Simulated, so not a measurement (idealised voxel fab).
process module | voxel capacitor over wiring
cross-section cut | 155 nm wide | cells 5 nm
A cross-section is a grid of square cells, given in bands from the top down. A band is one or more rows of cells.
Each band's line starts with the height of the band's top and of its bottom, in nm. Then come its materials from left to right, each with its width in nm. One material with "throughout" fills the band from edge to edge. "air" is empty space.
Height 0 is the level under which the wafer as received is all one material. The lowest band goes on downwards, as in "0 down".
A width such as "30 to 40" changes by the same amount from each row of cells to the next, from the band's top row to its bottom row.
"no change" after a step means that no cell of the cross-section changed.
closed voids: empty space of 8 cells or more with no open way to the top, each as width x height at its distance from the left edge, in nm
after a step's settings: what the simulator itself notes on the step
overlay nm, on a step with a mask: how far to the right of its planned place the mask lay; to the left if negative
plan
1 op RECEIVE | material Si
2 op CONFORMAL_DEP | material SiO2 | thk nm 10
3 op DIRECTIONAL_DEP | material TiN | thk nm 5
4 op DIRECTIONAL_DEP | material Ru | thk nm 20
5 op DIRECTIONAL_DEP | material aC | thk nm 10
6 op PATTERN | tone cover | mask id METAL_1 | material resist | width nm 25 | pitch nm 95 | thk nm 30 | overlay nm 0
7 op DIRECTIONAL_ETCH | etch materials aC | depth nm 10
8 op STRIP | etch materials resist
9 op DIRECTIONAL_ETCH | etch materials Ru | depth nm 20
10 op DIRECTIONAL_ETCH | etch materials TiN | depth nm 5
11 op STRIP | etch materials aC
12 op CONFORMAL_DEP | material SiN | thk nm 5
13 op FILL_DEP | material lowk | thk nm 5
14 op CMP | height nm 35
15 op CONFORMAL_DEP | material SiCN | thk nm 5
16 op DIRECTIONAL_DEP | material lowk | thk nm 15
17 op PATTERN | tone open | mask id PLUG_1 | material resist | width nm 15 | thk nm 15 | overlay nm 0
18 op DIRECTIONAL_ETCH | etch materials lowk | depth nm 15
19 op DIRECTIONAL_ETCH | etch materials SiCN | depth nm 5
20 op STRIP | etch materials resist
21 op EPI | material Ru | thk nm 10
22 op EPI | material Ru | thk nm 10
23 op DIRECTIONAL_DEP | material TiN | thk nm 5
24 op DIRECTIONAL_DEP | material Al2O3 | thk nm 5
25 op DIRECTIONAL_DEP | material TiN | thk nm 10
26 op PATTERN | tone cover | mask id UPPER_PLATE | material resist | width nm 75 | thk nm 20 | overlay nm 0
27 op DIRECTIONAL_ETCH | etch materials TiN | depth nm 10
28 op DIRECTIONAL_ETCH | etch materials Al2O3 | depth nm 5
29 op STRIP | etch materials resist
30 op PATTERN | tone cover | mask id LOWER_PLATE | material resist | width nm 85 | thk nm 20 | overlay nm 0
31 op DIRECTIONAL_ETCH | etch materials TiN | depth nm 5
32 op STRIP | etch materials resist
33 op FILL_DEP | material SiO2 | thk nm 15
34 op CMP | height nm 85
35 op DIRECTIONAL_DEP | material aC | thk nm 10
36 op PATTERN | tone open | mask id PLUG_2 | material resist | width nm 15 | thk nm 25 | overlay nm 0
37 op DIRECTIONAL_ETCH | etch materials aC | depth nm 10
38 op STRIP | etch materials resist
39 op DIRECTIONAL_ETCH | etch materials SiO2 | depth nm 10
40 op STRIP | etch materials aC
41 op CONFORMAL_DEP | material TiN | thk nm 5
42 op FILL_DEP | material Ru | thk nm 10
43 op CMP | height nm 85
44 op CONFORMAL_DEP | material SiCN | thk nm 5
first wafer, as planned
as received, after step 1
  0 down: Si throughout
  closed voids: none
after step 2
  10 to 0: SiO2 throughout
  below 0: unchanged
after step 3
  15 to 10: TiN throughout
  below 10: unchanged
after step 4
  35 to 15: Ru throughout
  below 15: unchanged
after step 5
  45 to 35: aC throughout
  below 35: unchanged
after step 6
  75 to 45: air 15 | resist 25 | air 70 | resist 25 | air 20
  below 45: unchanged
after step 7
  65 to 45: air 15 | resist 25 | air 70 | resist 25 | air 20
  45 to 35: air 15 | aC 25 | air 70 | aC 25 | air 20
  below 35: unchanged
after step 8
  45 to 35: air 15 | aC 25 | air 70 | aC 25 | air 20
  below 35: unchanged
after step 9
  45 to 35: air 15 | aC 25 | air 70 | aC 25 | air 20
  35 to 15: air 15 | Ru 25 | air 70 | Ru 25 | air 20
  below 15: unchanged
after step 10
  45 to 35: air 15 | aC 25 | air 70 | aC 25 | air 20
  35 to 15: air 15 | Ru 25 | air 70 | Ru 25 | air 20
  15 to 10: air 15 | TiN 25 | air 70 | TiN 25 | air 20
  below 10: unchanged
after step 11
  35 to 15: air 15 | Ru 25 | air 70 | Ru 25 | air 20
  below 15: unchanged
after step 12
  40 to 35: air 10 | SiN 35 | air 60 | SiN 35 | air 15
  35 to 15: air 10 | SiN 5 | Ru 25 | SiN 5 | air 60 | SiN 5 | Ru 25 | SiN 5 | air 15
  15 to 10: SiN 15 | TiN 25 | SiN 70 | TiN 25 | SiN 20
  below 10: unchanged
after step 13
  45 to 40: lowk throughout
  40 to 35: lowk 10 | SiN 35 | lowk 60 | SiN 35 | lowk 15
  35 to 15: lowk 10 | SiN 5 | Ru 25 | SiN 5 | lowk 60 | SiN 5 | Ru 25 | SiN 5 | lowk 15
  below 15: unchanged
after step 14
  35 to 15: lowk 10 | SiN 5 | Ru 25 | SiN 5 | lowk 60 | SiN 5 | Ru 25 | SiN 5 | lowk 15
  below 15: unchanged
after step 15
  40 to 35: SiCN throughout
  below 35: unchanged
after step 16
  55 to 40: lowk throughout
  below 40: unchanged
after step 17
  70 to 55: resist 25 | air 15 | resist 115
  below 55: unchanged
after step 18
  70 to 55: resist 25 | air 15 | resist 115
  55 to 40: lowk 25 | air 15 | lowk 115
  below 40: unchanged
after step 19
  70 to 55: resist 25 | air 15 | resist 115
  55 to 40: lowk 25 | air 15 | lowk 115
  40 to 35: SiCN 25 | air 15 | SiCN 115
  below 35: unchanged
after step 20
  55 to 40: lowk 25 | air 15 | lowk 115
  below 40: unchanged
after step 21
  55 to 45: lowk 25 | air 15 | lowk 115
  45 to 40: lowk 25 | Ru 15 | lowk 115
  40 to 35: SiCN 25 | Ru 15 | SiCN 115
  below 35: unchanged
after step 22
  55 to 40: lowk 25 | Ru 15 | lowk 115
  below 40: unchanged
after step 23
  60 to 55: TiN throughout
  below 55: unchanged
after step 24
  65 to 60: Al2O3 throughout
  below 60: unchanged
after step 25
  75 to 65: TiN throughout
  below 65: unchanged
after step 26
  95 to 75: air 25 | resist 75 | air 55
  below 75: unchanged
after step 27
  95 to 75: air 25 | resist 75 | air 55
  75 to 65: air 25 | TiN 75 | air 55
  below 65: unchanged
after step 28
  95 to 75: air 25 | resist 75 | air 55
  75 to 65: air 25 | TiN 75 | air 55
  65 to 60: air 25 | Al2O3 75 | air 55
  below 60: unchanged
after step 29
  75 to 65: air 25 | TiN 75 | air 55
  below 65: unchanged
after step 30
  95 to 75: air 20 | resist 85 | air 50
  75 to 65: air 20 | resist 5 | TiN 75 | resist 5 | air 50
  65 to 60: air 20 | resist 5 | Al2O3 75 | resist 5 | air 50
  below 60: unchanged
after step 31
  95 to 75: air 20 | resist 85 | air 50
  75 to 65: air 20 | resist 5 | TiN 75 | resist 5 | air 50
  65 to 60: air 20 | resist 5 | Al2O3 75 | resist 5 | air 50
  60 to 55: air 20 | TiN 85 | air 50
  below 55: unchanged
after step 32
  75 to 65: air 25 | TiN 75 | air 55
  65 to 60: air 25 | Al2O3 75 | air 55
  below 60: unchanged
after step 33
  90 to 75: SiO2 throughout
  75 to 65: SiO2 25 | TiN 75 | SiO2 55
  65 to 60: SiO2 25 | Al2O3 75 | SiO2 55
  60 to 55: SiO2 20 | TiN 85 | SiO2 50
  below 55: unchanged
after step 34
  85 to 75: SiO2 throughout
  below 75: unchanged
after step 35
  95 to 85: aC throughout
  below 85: unchanged
after step 36
  120 to 95: resist 35 | air 15 | resist 105
  below 95: unchanged
after step 37
  110 to 95: resist 35 | air 15 | resist 105
  95 to 85: aC 35 | air 15 | aC 105
  below 85: unchanged
after step 38
  95 to 85: aC 35 | air 15 | aC 105
  below 85: unchanged
after step 39
  95 to 85: aC 35 | air 15 | aC 105
  85 to 75: SiO2 35 | air 15 | SiO2 105
  below 75: unchanged
after step 40
  85 to 75: SiO2 35 | air 15 | SiO2 105
  below 75: unchanged
after step 41
  90 to 85: TiN 40 | air 5 | TiN 110
  85 to 80: SiO2 35 | TiN 5 | air 5 | TiN 5 | SiO2 105
  80 to 75: SiO2 35 | TiN 15 | SiO2 105
  below 75: unchanged
after step 42
  100 to 90: Ru throughout
  90 to 85: TiN 40 | Ru 5 | TiN 110
  85 to 80: SiO2 35 | TiN 5 | Ru 5 | TiN 5 | SiO2 105
  below 80: unchanged
after step 43
  85 to 80: SiO2 35 | TiN 5 | Ru 5 | TiN 5 | SiO2 105
  below 80: unchanged
after step 44
  90 to 85: SiCN throughout
  below 85: unchanged
second wafer: like start, like plan, one mistake. Through step 25 it matches the first wafer
when step 26 should have ended
  95 to 75: resist 25 | air 75 | resist 55
  below 75: unchanged
when step 27 should have ended
  95 to 75: resist 25 | air 75 | resist 55
  75 to 65: TiN 25 | air 75 | TiN 55
  below 65: unchanged
when step 28 should have ended
  95 to 75: resist 25 | air 75 | resist 55
  75 to 65: TiN 25 | air 75 | TiN 55
  65 to 60: Al2O3 25 | air 75 | Al2O3 55
  below 60: unchanged
when step 29 should have ended
  75 to 65: TiN 25 | air 75 | TiN 55
  below 65: unchanged
when step 30 should have ended
  95 to 75: air 20 | resist 85 | air 50
  75 to 65: TiN 25 | resist 75 | TiN 55
  65 to 60: Al2O3 25 | resist 75 | Al2O3 55
  below 60: unchanged
when step 31 should have ended
  95 to 75: air 20 | resist 85 | air 50
  75 to 70: air 20 | TiN 5 | resist 75 | TiN 5 | air 50
  below 70: unchanged
when step 32 should have ended
  75 to 70: air 20 | TiN 5 | air 75 | TiN 5 | air 50
  70 to 65: TiN 25 | air 75 | TiN 55
  65 to 60: Al2O3 25 | air 75 | Al2O3 55
  below 60: unchanged
when step 33 should have ended
  90 to 75: SiO2 throughout
  75 to 70: SiO2 20 | TiN 5 | SiO2 75 | TiN 5 | SiO2 50
  70 to 65: TiN 25 | SiO2 75 | TiN 55
  65 to 60: Al2O3 25 | SiO2 75 | Al2O3 55
  below 60: unchanged
when step 34 should have ended
  85 to 75: SiO2 throughout
  below 75: unchanged
when step 35 should have ended
  95 to 85: aC throughout
  below 85: unchanged
when step 36 should have ended
  120 to 95: resist 35 | air 15 | resist 105
  below 95: unchanged
when step 37 should have ended
  110 to 95: resist 35 | air 15 | resist 105
  95 to 85: aC 35 | air 15 | aC 105
  below 85: unchanged
when step 38 should have ended
  95 to 85: aC 35 | air 15 | aC 105
  below 85: unchanged
when step 39 should have ended
  95 to 85: aC 35 | air 15 | aC 105
  85 to 75: SiO2 35 | air 15 | SiO2 105
  below 75: unchanged
when step 40 should have ended
  85 to 75: SiO2 35 | air 15 | SiO2 105
  below 75: unchanged
when step 41 should have ended
  90 to 85: TiN 40 | air 5 | TiN 110
  85 to 80: SiO2 35 | TiN 5 | air 5 | TiN 5 | SiO2 105
  80 to 75: SiO2 35 | TiN 15 | SiO2 105
  below 75: unchanged
when step 42 should have ended
  100 to 90: Ru throughout
  90 to 85: TiN 40 | Ru 5 | TiN 110
  85 to 80: SiO2 35 | TiN 5 | Ru 5 | TiN 5 | SiO2 105
  below 80: unchanged
when step 43 should have ended
  85 to 80: SiO2 35 | TiN 5 | Ru 5 | TiN 5 | SiO2 105
  below 80: unchanged
when step 44 should have ended
  90 to 85: SiCN throughout
  below 85: unchanged
what went wrong: step 26 ran as: op PATTERN | tone open | mask id UPPER_PLATE | material resist | width nm 75 | thk nm 20 | overlay nm 0
at the end the second wafer has, in cells: 1 more of Al2O3 | 3 fewer of SiO2 | 2 more of TiN
